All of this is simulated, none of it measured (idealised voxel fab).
Herein follows the process module entitled voxel ribs on slabs.
For reference, the cross-section in this document is cut, with width 250 nm and square cells of 5 nm.
Cross-section spec: square-cell grid; bands listed top down; each band is one or more rows.
Quick guide to a band line: top height, bottom height (nm) up front; then every material left to right with its width in nm. Only one material and it's marked "full width"? Then it fills the band edge to edge. And "empty" just means empty space.
Heights from 0 (as-received wafer is one material below). Bottom band endless downward, as "from 0 down".
You'd read "30 to 40" like this: the band's top row of cells is as wide as the first number, its bottom row is as wide as the second, and going down, every row changes width by the same amount as the row before did.
"nothing was modified" for a step: no cell of the cross-section changed in that step.
"Sealed-off cavities" means: voids of 8 cells or more that are shut off from the top with no open way through. Written width x height at distance, distance from the left edge, in nm.
Where a step's line continues beyond its settings, the continuation is a remark by the simulator itself on that step.
The setting "overlay nm" may be written on the line of a step. When the step uses a mask, the value reports how far to the right of the planned place the mask lay, and a negative value reports that it lay to the left.

Process steps - plan
- 1: RECEIVE, material Si
- 2: DIRECTIONAL_DEP, material SiO2, thk nm 30
- 3: DIRECTIONAL_DEP, material polySi, thk nm 20
- 4: PATTERN, tone cover, mask id RIB, material resist, width nm 20, thk nm 20, overlay nm 0
- 5: DIRECTIONAL_ETCH, etch materials polySi, depth nm 5
- 6: STRIP, etch materials resist
- 7: MASKED_ETCH, tone cover, mask id SLAB, width nm 90, etch materials polySi, depth nm 15, overlay nm 0
- 8: FILL_DEP, material SiO2, thk nm 15
- 9: CMP, height nm 60
- 10: DIRECTIONAL_DEP, material TiN, thk nm 5
- 11: DIRECTIONAL_DEP, material aC, thk nm 10
- 12: PATTERN, tone cover, mask id HEATER, material resist, width nm 40, thk nm 25, overlay nm 0
- 13: DIRECTIONAL_ETCH, etch materials aC, depth nm 10
- 14: STRIP, etch materials resist
- 15: DIRECTIONAL_ETCH, etch materials TiN, depth nm 5
- 16: STRIP, etch materials aC
- 17: CONFORMAL_DEP, material SiO2, thk nm 10
Quick note for whoever runs this: the wafers start identical, but the width nm at step 4 isn't the same across them. The plan just shows what the first wafer had.

As-received cross-section, first of several wafers, post step 1
	from 0 down = Si full width
	Sealed-off cavities: none

Post step 17, the closing step of the module: first of several wafers, cross-sectioned
	from 75 to 70 = 95 empty, 60 SiO2, 95 empty
	from 70 to 65 = SiO2 full width
	from 65 to 60 = 105 SiO2, 40 TiN, 105 SiO2
	from 60 to 50 = SiO2 full width
	from 50 to 45 = 115 SiO2, 20 polySi, 115 SiO2
	from 45 to 30 = 80 SiO2, 90 polySi, 80 SiO2
	from 30 to 0 = SiO2 full width
	from 0 down = Si full width
	Sealed-off cavities: none

Cross-sectional view, end of module, last wafer of several
	from 75 to 70 = 95 empty, 60 SiO2, 95 empty
	from 70 to 65 = SiO2 full width
	from 65 to 60 = 105 SiO2, 40 TiN, 105 SiO2
	from 60 to 50 = SiO2 full width
	from 50 to 45 = 105 SiO2, 45 polySi, 100 SiO2
	from 45 to 30 = 80 SiO2, 90 polySi, 80 SiO2
	from 30 to 0 = SiO2 full width
	from 0 down = Si full width
	Sealed-off cavities: none

Basically each wafer gets a line in the table, showing it at the end of the module: material by material, the cells it gained (+) or lost (-) since we got it, then its closed voids
width nm 20, +646 SiO2, +8 TiN, +58 polySi, Sealed-off cavities: none
width nm 25, +645 SiO2, +8 TiN, +59 polySi, Sealed-off cavities: none
width nm 30, +644 SiO2, +8 TiN, +60 polySi, Sealed-off cavities: none
width nm 35, +643 SiO2, +8 TiN, +61 polySi, Sealed-off cavities: none
width nm 40, +642 SiO2, +8 TiN, +62 polySi, Sealed-off cavities: none
width nm 45, +641 SiO2, +8 TiN, +63 polySi, Sealed-off cavities: none
